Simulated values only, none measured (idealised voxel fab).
process module | voxel ribs on slabs
cross-section cut | 270 nm wide | cells 5 nm
A cross-section is a grid of square cells, given in bands from the top down. A band is one or more rows of cells.
Each band's line starts with the height of the band's top and of its bottom, in nm. Then come its materials from left to right, each with its width in nm. One material with "throughout" fills the band from edge to edge. "air" is empty space.
Height 0 is the level under which the wafer as received is all one material. The lowest band goes on downwards, as in "0 down".
A width such as "30 to 40" changes by the same amount from each row of cells to the next, from the band's top row to its bottom row.
"no change" after a step means that no cell of the cross-section changed.
closed voids: empty space of 8 cells or more with no open way to the top, each as width x height at its distance from the left edge, in nm
after a step's settings: what the simulator itself notes on the step
overlay nm, on a step with a mask: how far to the right of its planned place the mask lay; to the left if negative
plan
1 op RECEIVE | material Si
2 op DIRECTIONAL_DEP | material SiO2 | thk nm 30
3 op DIRECTIONAL_DEP | material polySi | thk nm 25
4 op MASKED_ETCH | tone cover | mask id RIB | width nm 20 | etch materials polySi | depth nm 20 | overlay nm 0
5 op PATTERN | tone cover | mask id SLAB | material resist | width nm 70 | thk nm 20 | overlay nm 0
6 op DIRECTIONAL_ETCH | etch materials polySi | depth nm 5
7 op STRIP | etch materials resist
8 op FILL_DEP | material SiO2 | thk nm 20
9 op CMP | height nm 65
10 op DIRECTIONAL_DEP | material TiN | thk nm 10
11 op DIRECTIONAL_DEP | material aC | thk nm 10
12 op PATTERN | tone cover | mask id HEATER | material resist | width nm 30 | thk nm 30 | overlay nm 0
13 op DIRECTIONAL_ETCH | etch materials aC | depth nm 10
14 op STRIP | etch materials resist
15 op DIRECTIONAL_ETCH | etch materials TiN | depth nm 10
16 op STRIP | etch materials aC
17 op CONFORMAL_DEP | material SiO2 | thk nm 10
first wafer, as planned
as received, after step 1
  0 down: Si throughout
  closed voids: none
after step 2
  30 to 0: SiO2 throughout
  below 0: unchanged
after step 3
  55 to 30: polySi throughout
  below 30: unchanged
after step 4
  55 to 35: air 125 | polySi 20 | air 125
  below 35: unchanged
after step 5
  75 to 55: air 100 | resist 70 | air 100
  55 to 35: air 100 | resist 25 | polySi 20 | resist 25 | air 100
  below 35: unchanged
after step 6
  75 to 55: air 100 | resist 70 | air 100
  55 to 35: air 100 | resist 25 | polySi 20 | resist 25 | air 100
  35 to 30: air 100 | polySi 70 | air 100
  below 30: unchanged
after step 7
  55 to 35: air 125 | polySi 20 | air 125
  below 35: unchanged
after step 8
  75 to 55: SiO2 throughout
  55 to 35: SiO2 125 | polySi 20 | SiO2 125
  35 to 30: SiO2 100 | polySi 70 | SiO2 100
  below 30: unchanged
after step 9
  65 to 55: SiO2 throughout
  below 55: unchanged
after step 10
  75 to 65: TiN throughout
  below 65: unchanged
after step 11
  85 to 75: aC throughout
  below 75: unchanged
after step 12
  115 to 85: air 120 | resist 30 | air 120
  below 85: unchanged
after step 13
  105 to 85: air 120 | resist 30 | air 120
  85 to 75: air 120 | aC 30 | air 120
  below 75: unchanged
after step 14
  85 to 75: air 120 | aC 30 | air 120
  below 75: unchanged
after step 15
  85 to 75: air 120 | aC 30 | air 120
  75 to 65: air 120 | TiN 30 | air 120
  below 65: unchanged
after step 16
  75 to 65: air 120 | TiN 30 | air 120
  below 65: unchanged
after step 17
  85 to 75: air 110 | SiO2 50 | air 110
  75 to 65: SiO2 120 | TiN 30 | SiO2 120
  below 65: unchanged
second wafer: like start, like plan, one mistake. Through step 3 it matches the first wafer
when step 4 should have ended
  55 to 35: air 130 | polySi 20 | air 120
  below 35: unchanged
when step 5 should have ended
  75 to 55: air 100 | resist 70 | air 100
  55 to 35: air 100 | resist 30 | polySi 20 | resist 20 | air 100
  below 35: unchanged
when step 6 should have ended
  75 to 55: air 100 | resist 70 | air 100
  55 to 35: air 100 | resist 30 | polySi 20 | resist 20 | air 100
  35 to 30: air 100 | polySi 70 | air 100
  below 30: unchanged
when step 7 should have ended
  55 to 35: air 130 | polySi 20 | air 120
  below 35: unchanged
when step 8 should have ended
  75 to 55: SiO2 throughout
  55 to 35: SiO2 130 | polySi 20 | SiO2 120
  35 to 30: SiO2 100 | polySi 70 | SiO2 100
  below 30: unchanged
when step 9 should have ended
  65 to 55: SiO2 throughout
  below 55: unchanged
when step 10 should have ended
  75 to 65: TiN throughout
  below 65: unchanged
when step 11 should have ended
  85 to 75: aC throughout
  below 75: unchanged
when step 12 should have ended
  115 to 85: air 120 | resist 30 | air 120
  below 85: unchanged
when step 13 should have ended
  105 to 85: air 120 | resist 30 | air 120
  85 to 75: air 120 | aC 30 | air 120
  below 75: unchanged
when step 14 should have ended
  85 to 75: air 120 | aC 30 | air 120
  below 75: unchanged
when step 15 should have ended
  85 to 75: air 120 | aC 30 | air 120
  75 to 65: air 120 | TiN 30 | air 120
  below 65: unchanged
when step 16 should have ended
  75 to 65: air 120 | TiN 30 | air 120
  below 65: unchanged
when step 17 should have ended
  85 to 75: air 110 | SiO2 50 | air 110
  75 to 65: SiO2 120 | TiN 30 | SiO2 120
  below 65: unchanged
what went wrong: step 4 ran as: op MASKED_ETCH | tone cover | mask id RIB | width nm 20 | etch materials polySi | depth nm 20 | overlay nm 5
at the end the second wafer has, in cells: as many of each material as the first, in other places
